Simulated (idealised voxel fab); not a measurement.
process module | voxel ribs on slabs
cross-section cut | 155 nm wide | cells 5 nm
A cross-section is a grid of square cells, given in bands from the top down. A band is one or more rows of cells.
Each band's line starts with the height of the band's top and of its bottom, in nm. Then come its materials from left to right, each with its width in nm. One material with "throughout" fills the band from edge to edge. "air" is empty space.
Height 0 is the level under which the wafer as received is all one material. The lowest band goes on downwards, as in "0 down".
A width such as "30 to 40" changes by the same amount from each row of cells to the next, from the band's top row to its bottom row.
"no change" after a step means that no cell of the cross-section changed.
closed voids: empty space of 8 cells or more with no open way to the top, each as width x height at its distance from the left edge, in nm
after a step's settings: what the simulator itself notes on the step
overlay nm, on a step with a mask: how far to the right of its planned place the mask lay; to the left if negative
plan
1 op RECEIVE | material Si
2 op DIRECTIONAL_DEP | material SiO2 | thk nm 30
3 op DIRECTIONAL_DEP | material polySi | thk nm 20
4 op PATTERN | tone cover | mask id RIB | material resist | width nm 15 | thk nm 15 | overlay nm 0
5 op DIRECTIONAL_ETCH | etch materials polySi | depth nm 10
6 op STRIP | etch materials resist
7 op DIRECTIONAL_DEP | material aC | thk nm 15
8 op PATTERN | tone cover | mask id SLAB | material resist | width nm 75 | thk nm 35 | overlay nm 0
9 op DIRECTIONAL_ETCH | etch materials aC | depth nm 15
10 op STRIP | etch materials resist
11 op DIRECTIONAL_ETCH | etch materials polySi | depth nm 10
12 op STRIP | etch materials aC
13 op FILL_DEP | material SiO2 | thk nm 25
14 op CMP | height nm 65
15 op DIRECTIONAL_DEP | material W | thk nm 10
16 op PATTERN | tone cover | mask id HEATER | material resist | width nm 25 | thk nm 15 | overlay nm 0
17 op DIRECTIONAL_ETCH | etch materials W | depth nm 10
18 op STRIP | etch materials resist
19 op CONFORMAL_DEP | material SiO2 | thk nm 5
as received, after step 1
  0 down: Si throughout
  closed voids: none
first wafer at the end, as planned
  80 to 75: air 60 | SiO2 35 | air 60
  75 to 70: air 60 | SiO2 5 | W 25 | SiO2 5 | air 60
  70 to 65: SiO2 65 | W 25 | SiO2 65
  65 to 50: SiO2 throughout
  50 to 40: SiO2 70 | polySi 15 | SiO2 70
  40 to 30: SiO2 40 | polySi 75 | SiO2 40
  30 to 0: SiO2 throughout
  0 down: Si throughout
  closed voids: none
second wafer at the end: like start, like plan, one mistake
  80 to 75: air 60 | SiO2 35 | air 60
  75 to 70: air 60 | SiO2 5 | W 25 | SiO2 5 | air 60
  70 to 65: SiO2 65 | W 25 | SiO2 65
  65 to 20: SiO2 throughout
  20 to 0: polySi throughout
  0 down: Si throughout
  closed voids: none
what went wrong: steps 2 and 3 were swapped
at the end the second wafer has, in cells: 88 fewer of SiO2 | 88 more of polySi
